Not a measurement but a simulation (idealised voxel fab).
process module | voxel trench capacitor
cross-section cut | 240 nm wide | cells 5 nm
A cross-section is a grid of square cells, given in bands from the top down. A band is one or more rows of cells.
Each band's line starts with the height of the band's top and of its bottom, in nm. Then come its materials from left to right, each with its width in nm. One material with "throughout" fills the band from edge to edge. "air" is empty space.
Height 0 is the level under which the wafer as received is all one material. The lowest band goes on downwards, as in "0 down".
A width such as "30 to 40" changes by the same amount from each row of cells to the next, from the band's top row to its bottom row.
"no change" after a step means that no cell of the cross-section changed.
closed voids: empty space of 8 cells or more with no open way to the top, each as width x height at its distance from the left edge, in nm
after a step's settings: what the simulator itself notes on the step
overlay nm, on a step with a mask: how far to the right of its planned place the mask lay; to the left if negative
plan
1 op RECEIVE | material Si
2 op CONFORMAL_DEP | material SiN | thk nm 10
3 op PATTERN | tone open | mask id TRENCH | material resist | width nm 25 | pitch nm 50 | thk nm 15 | overlay nm 0
4 op DIRECTIONAL_ETCH | etch materials SiN | depth nm 10
5 op DIRECTIONAL_ETCH | etch materials Si | depth nm 40
6 op STRIP | etch materials resist
7 op CONFORMAL_DEP | material HfO2 | thk nm 5
8 op CONFORMAL_DEP | material TiN | thk nm 5
9 op FILL_DEP | material W | thk nm 5
10 op CMP | height nm 10
as received, after step 1
  0 down: Si throughout
  closed voids: none
a wafer at the end: this start, this plan, one mistake
  10 to 0: SiN 55 | HfO2 5 | TiN 5 | HfO2 5 | TiN 5 | HfO2 5 | SiN 25 | HfO2 5 | TiN 5 | HfO2 5 | TiN 5 | HfO2 5 | SiN 25 | HfO2 5 | TiN 5 | HfO2 5 | TiN 5 | HfO2 5 | SiN 60
  0 to -30: Si 55 | HfO2 5 | TiN 5 | HfO2 5 | TiN 5 | HfO2 5 | Si 25 | HfO2 5 | TiN 5 | HfO2 5 | TiN 5 | HfO2 5 | Si 25 | HfO2 5 | TiN 5 | HfO2 5 | TiN 5 | HfO2 5 | Si 60
  -30 to -35: Si 55 | HfO2 5 | TiN 15 | HfO2 5 | Si 25 | HfO2 5 | TiN 15 | HfO2 5 | Si 25 | HfO2 5 | TiN 15 | HfO2 5 | Si 60
  -35 to -40: Si 55 | HfO2 25 | Si 25 | HfO2 25 | Si 25 | HfO2 25 | Si 60
  -40 down: Si throughout
  closed voids: none
what went wrong: step 9 ran as: op FILL_DEP | material HfO2 | thk nm 5
